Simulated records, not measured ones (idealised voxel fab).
This section sets out a process module, namely voxel self aligned vias.
Section shown: cut. Width: 250 nm. Cell size: 5 nm, square.
A cross-section is written here as square cells arranged in a grid, and it is given in bands from the top down, each band taking up one or more rows of cells.
Quick guide to a band line: top height, bottom height (nm) up front; then every material left to right with its width in nm. Only one material and it's marked "all across"? Then it fills the band edge to edge. And "air" just means empty space.
For the purposes of this specification, 0 denotes the height below which the wafer in its as-received condition is composed wholly of one material, and the lowermost band, lacking a lower limit, extends downward without end, as expressed in "from 0 down".
Width "30->40": first value at the band's top row of cells, second value at its bottom row, equal change from row to row.
You'll sometimes find "no alteration" written for a step, and that's the way of saying that nowhere in the cross-section did a cell change during that step.
Empty spaces counting at least 8 cells and having no open way to the top are listed in "Voids, fully enclosed". The notation width x height at distance is used for each, the distance being from the left edge and all three values in nm.
Note: text after step settings on the step line = simulator remark on that step.
overlay nm: how far to the right of its planned place the mask lay on this masked step (negative: to the left).

### Intended process steps
1. RECEIVE, material Si
2. CONFORMAL_DEP, material SiO2, thk nm 15
3. CONFORMAL_DEP, material SiCN, thk nm 5
4. DIRECTIONAL_DEP, material SiO2, thk nm 25
5. MASKED_ETCH, tone open, mask id LINES, width nm 25, pitch nm 65, etch materials SiO2, depth nm 25, overlay nm 0
6. CONFORMAL_DEP, material TiN, thk nm 5
7. FILL_DEP, material W, thk nm 5
8. CMP, height nm 45
9. SELECTIVE_ETCH, etch materials W Ru TiN, depth nm 10
10. FILL_DEP, material SiN, thk nm 10
11. CMP, height nm 45
12. DIRECTIONAL_DEP, material SiO2, thk nm 20
13. MASKED_ETCH, tone open, mask id VIAS, width nm 35, pitch nm 65, etch materials SiO2, depth nm 20, overlay nm 0
14. MASKED_ETCH, tone open, mask id VIAS, width nm 35, pitch nm 65, etch materials SiN, depth nm 10, overlay nm 0
15. CONFORMAL_DEP, material TiN, thk nm 5
16. FILL_DEP, material W, thk nm 10
17. CMP, height nm 65
18. CONFORMAL_DEP, material SiN, thk nm 5

### The first of a set of two wafers, run to plan

### Step 1 complete: cross-section of the wafer as received
  from 0 down = Si all across
  Voids, fully enclosed: none

### Wafer after step 2 (cross-section)
  from 15 to 0 = SiO2 all across
  Rest of section, below 0: as before.

### Wafer after step 3 (cross-section)
  from 20 to 15 = SiCN all across
  Rest of section, below 15: as before.

### Wafer after step 4 (cross-section)
  from 45 to 20 = SiO2 all across
  Rest of section, below 20: as before.

### Wafer after step 5 (cross-section)
  from 45 to 20 = SiO2: 80, then air: 25, then SiO2: 40, then air: 25, then SiO2: 80
  Rest of section, below 20: as before.

### Wafer after step 6 (cross-section)
  from 50 to 45 = TiN: 85, then air: 15, then TiN: 50, then air: 15, then TiN: 85
  from 45 to 25 = SiO2: 80, then TiN: 5, then air: 15, then TiN: 5, then SiO2: 40, then TiN: 5, then air: 15, then TiN: 5, then SiO2: 80
  from 25 to 20 = SiO2: 80, then TiN: 25, then SiO2: 40, then TiN: 25, then SiO2: 80
  Rest of section, below 20: as before.

### Wafer after step 7 (cross-section)
  from 55 to 50 = W all across
  from 50 to 45 = TiN: 85, then W: 15, then TiN: 50, then W: 15, then TiN: 85
  from 45 to 25 = SiO2: 80, then TiN: 5, then W: 15, then TiN: 5, then SiO2: 40, then TiN: 5, then W: 15, then TiN: 5, then SiO2: 80
  Rest of section, below 25: as before.

### Wafer after step 8 (cross-section)
  from 45 to 25 = SiO2: 80, then TiN: 5, then W: 15, then TiN: 5, then SiO2: 40, then TiN: 5, then W: 15, then TiN: 5, then SiO2: 80
  Rest of section, below 25: as before.

### Wafer after step 9 (cross-section)
  from 45 to 35 = SiO2: 80, then air: 25, then SiO2: 40, then air: 25, then SiO2: 80
  Rest of section, below 35: as before.

### Wafer after step 10 (cross-section)
  from 55 to 45 = SiN all across
  from 45 to 35 = SiO2: 80, then SiN: 25, then SiO2: 40, then SiN: 25, then SiO2: 80
  Rest of section, below 35: as before.

### Wafer after step 11 (cross-section)
  from 45 to 35 = SiO2: 80, then SiN: 25, then SiO2: 40, then SiN: 25, then SiO2: 80
  Rest of section, below 35: as before.

### Wafer after step 12 (cross-section)
  from 65 to 45 = SiO2 all across
  Rest of section, below 45: as before.

### Wafer after step 13 (cross-section)
  from 65 to 45 = SiO2: 75, then air: 35, then SiO2: 30, then air: 35, then SiO2: 75
  Rest of section, below 45: as before.

### Wafer after step 14 (cross-section)
  from 65 to 45 = SiO2: 75, then air: 35, then SiO2: 30, then air: 35, then SiO2: 75
  from 45 to 35 = SiO2: 80, then air: 25, then SiO2: 40, then air: 25, then SiO2: 80
  Rest of section, below 35: as before.

### Wafer after step 15 (cross-section)
  from 70 to 65 = TiN: 80, then air: 25, then TiN: 40, then air: 25, then TiN: 80
  from 65 to 50 = SiO2: 75, then TiN: 5, then air: 25, then TiN: 5, then SiO2: 30, then TiN: 5, then air: 25, then TiN: 5, then SiO2: 75
  from 50 to 40 = SiO2: 75->80, then TiN: 10->5, then air: 15, then TiN: 10->5, then SiO2: 30->40, then TiN: 10->5, then air: 15, then TiN: 10->5, then SiO2: 75->80
  from 40 to 35 = SiO2: 80, then TiN: 25, then SiO2: 40, then TiN: 25, then SiO2: 80
  Rest of section, below 35: as before.

### Wafer after step 16 (cross-section)
  from 80 to 70 = W all across
  from 70 to 65 = TiN: 80, then W: 25, then TiN: 40, then W: 25, then TiN: 80
  from 65 to 50 = SiO2: 75, then TiN: 5, then W: 25, then TiN: 5, then SiO2: 30, then TiN: 5, then W: 25, then TiN: 5, then SiO2: 75
  from 50 to 40 = SiO2: 75->80, then TiN: 10->5, then W: 15, then TiN: 10->5, then SiO2: 30->40, then TiN: 10->5, then W: 15, then TiN: 10->5, then SiO2: 75->80
  Rest of section, below 40: as before.

### Wafer after step 17 (cross-section)
  from 65 to 50 = SiO2: 75, then TiN: 5, then W: 25, then TiN: 5, then SiO2: 30, then TiN: 5, then W: 25, then TiN: 5, then SiO2: 75
  Rest of section, below 50: as before.

### Wafer after step 18 (cross-section)
  from 70 to 65 = SiN all across
  Rest of section, below 65: as before.

### Here the second wafer is described. Its start and its plan were those of the first wafer. Its run contained one mistake. Up to and including step 1, it did exactly what the first wafer did

### Cross-section of the second wafer when, according to plan, step 2 should have finished
  from 5 to 0 = SiCN all across
  Rest of section, below 0: as before.

### Cross-section of the second wafer when, according to plan, step 3 should have finished
  from 20 to 5 = SiO2 all across
  Rest of section, below 5: as before.

### Cross-section of the second wafer when, according to plan, step 4 should have finished
  from 45 to 5 = SiO2 all across
  Rest of section, below 5: as before.

### Cross-section of the second wafer when, according to plan, step 5 should have finished
  from 45 to 20 = SiO2: 80, then air: 25, then SiO2: 40, then air: 25, then SiO2: 80
  Rest of section, below 20: as before.

### Cross-section of the second wafer when, according to plan, step 6 should have finished
  from 50 to 45 = TiN: 85, then air: 15, then TiN: 50, then air: 15, then TiN: 85
  from 45 to 25 = SiO2: 80, then TiN: 5, then air: 15, then TiN: 5, then SiO2: 40, then TiN: 5, then air: 15, then TiN: 5, then SiO2: 80
  from 25 to 20 = SiO2: 80, then TiN: 25, then SiO2: 40, then TiN: 25, then SiO2: 80
  Rest of section, below 20: as before.

### Cross-section of the second wafer when, according to plan, step 7 should have finished
  from 55 to 50 = W all across
  from 50 to 45 = TiN: 85, then W: 15, then TiN: 50, then W: 15, then TiN: 85
  from 45 to 25 = SiO2: 80, then TiN: 5, then W: 15, then TiN: 5, then SiO2: 40, then TiN: 5, then W: 15, then TiN: 5, then SiO2: 80
  Rest of section, below 25: as before.

### Cross-section of the second wafer when, according to plan, step 8 should have finished
  from 45 to 25 = SiO2: 80, then TiN: 5, then W: 15, then TiN: 5, then SiO2: 40, then TiN: 5, then W: 15, then TiN: 5, then SiO2: 80
  Rest of section, below 25: as before.

### Cross-section of the second wafer when, according to plan, step 9 should have finished
  from 45 to 35 = SiO2: 80, then air: 25, then SiO2: 40, then air: 25, then SiO2: 80
  Rest of section, below 35: as before.

### Cross-section of the second wafer when, according to plan, step 10 should have finished
  from 55 to 45 = SiN all across
  from 45 to 35 = SiO2: 80, then SiN: 25, then SiO2: 40, then SiN: 25, then SiO2: 80
  Rest of section, below 35: as before.

### Cross-section of the second wafer when, according to plan, step 11 should have finished
  from 45 to 35 = SiO2: 80, then SiN: 25, then SiO2: 40, then SiN: 25, then SiO2: 80
  Rest of section, below 35: as before.

### Cross-section of the second wafer when, according to plan, step 12 should have finished
  from 65 to 45 = SiO2 all across
  Rest of section, below 45: as before.

### Cross-section of the second wafer when, according to plan, step 13 should have finished
  from 65 to 45 = SiO2: 75, then air: 35, then SiO2: 30, then air: 35, then SiO2: 75
  Rest of section, below 45: as before.

### Cross-section of the second wafer when, according to plan, step 14 should have finished
  from 65 to 45 = SiO2: 75, then air: 35, then SiO2: 30, then air: 35, then SiO2: 75
  from 45 to 35 = SiO2: 80, then air: 25, then SiO2: 40, then air: 25, then SiO2: 80
  Rest of section, below 35: as before.

### Cross-section of the second wafer when, according to plan, step 15 should have finished
  from 70 to 65 = TiN: 80, then air: 25, then TiN: 40, then air: 25, then TiN: 80
  from 65 to 50 = SiO2: 75, then TiN: 5, then air: 25, then TiN: 5, then SiO2: 30, then TiN: 5, then air: 25, then TiN: 5, then SiO2: 75
  from 50 to 40 = SiO2: 75->80, then TiN: 10->5, then air: 15, then TiN: 10->5, then SiO2: 30->40, then TiN: 10->5, then air: 15, then TiN: 10->5, then SiO2: 75->80
  from 40 to 35 = SiO2: 80, then TiN: 25, then SiO2: 40, then TiN: 25, then SiO2: 80
  Rest of section, below 35: as before.

### Cross-section of the second wafer when, according to plan, step 16 should have finished
  from 80 to 70 = W all across
  from 70 to 65 = TiN: 80, then W: 25, then TiN: 40, then W: 25, then TiN: 80
  from 65 to 50 = SiO2: 75, then TiN: 5, then W: 25, then TiN: 5, then SiO2: 30, then TiN: 5, then W: 25, then TiN: 5, then SiO2: 75
  from 50 to 40 = SiO2: 75->80, then TiN: 10->5, then W: 15, then TiN: 10->5, then SiO2: 30->40, then TiN: 10->5, then W: 15, then TiN: 10->5, then SiO2: 75->80
  Rest of section, below 40: as before.

### Cross-section of the second wafer when, according to plan, step 17 should have finished
  from 65 to 50 = SiO2: 75, then TiN: 5, then W: 25, then TiN: 5, then SiO2: 30, then TiN: 5, then W: 25, then TiN: 5, then SiO2: 75
  Rest of section, below 50: as before.

### Cross-section of the second wafer when, according to plan, step 18 should have finished
  from 70 to 65 = SiN all across
  Rest of section, below 65: as before.
Here's what went sideways: transposition of steps 2 and 3 relative to the planned sequence
Final state: per-material cell counts identical on both wafers; locations differ.
